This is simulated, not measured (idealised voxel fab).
process module | voxel quadruple lines
It is cross-section cut that appears here, measuring 245 nm in width, its square cells being 5 nm in size.
Reading order for cross-sections: top band down to bottom band. Underlying form: a grid of square cells. Band size: one or more rows of cells.
A band entry consists of two parts. The first gives the height of the band's top and the height of its bottom, in nm. The rest lists the band's materials from left to right, each with its width in nm. A single material labelled with the word "throughout" fills the band from edge to edge, and the word "air" marks empty space.
We count height from 0. Below that, the starting wafer is all one material. The lowest band never ends at the bottom but goes on down; see "top 0, no bottom" for how that is written.
With a width like "30->40", each row of cells in the band differs from the next by the same amount, the top row carrying the first number and the bottom row the second.
No cell of the cross-section changed in a step that is given as "no modification".
The entry titled "Closed cavity list" provides the empty spaces that have no open way to the top, restricted to those of 8 cells or more. Each is presented as width x height at distance, the distance being measured from the left edge, with all three in nm.
If you see something after the settings on a step's line, that's the simulator's own remark about that step.
"overlay nm" denotes, for a step that has a mask, the displacement of the mask to the right of its planned place, with negative values corresponding to the left.
-- The planned process steps are enumerated hereunder
1) RECEIVE [material Si]
2) CONFORMAL_DEP [material Al2O3] [thk nm 5]
3) DIRECTIONAL_DEP [material TiN] [thk nm 10]
4) DIRECTIONAL_DEP [material polySi] [thk nm 20]
5) DIRECTIONAL_DEP [material aC] [thk nm 20]
6) PATTERN [tone cover] [mask id MANDREL] [material resist] [width nm 15] [pitch nm 60] [thk nm 25] [overlay nm 0]
7) DIRECTIONAL_ETCH [etch materials aC] [depth nm 20]
8) STRIP [etch materials resist]
9) CONFORMAL_DEP [material SiO2] [thk nm 10]
10) DIRECTIONAL_ETCH [etch materials SiO2] [depth nm 10]
11) STRIP [etch materials aC]
12) DIRECTIONAL_ETCH [etch materials polySi] [depth nm 20]
13) STRIP [etch materials SiO2]
14) CONFORMAL_DEP [material SiCN] [thk nm 5]
15) DIRECTIONAL_ETCH [etch materials SiCN] [depth nm 5]
16) STRIP [etch materials polySi]
17) DIRECTIONAL_ETCH [etch materials TiN] [depth nm 10]
18) STRIP [etch materials SiCN]
19) FILL_DEP [material SiO2] [thk nm 5]
20) CMP [height nm 15]
What sets these wafers apart? The width nm at step 6. They all start alike, and the plan carries the first wafer's value.
-- first wafer as received, after step 1
> top 0, no bottom | Si throughout
> Closed cavity list: none
-- Per wafer (row), end of module: delta in cells per material since receipt, (+) for gained, (-) for lost; closed voids after that
width nm 15, +49 Al2O3, +82 SiO2, +16 TiN, Closed cavity list: none
width nm 20, +49 Al2O3, +82 SiO2, +16 TiN, Closed cavity list: none
width nm 25, +49 Al2O3, +82 SiO2, +16 TiN, Closed cavity list: none
width nm 30, +49 Al2O3, +82 SiO2, +16 TiN, Closed cavity list: none
width nm 35, +49 Al2O3, +84 SiO2, +14 TiN, Closed cavity list: none
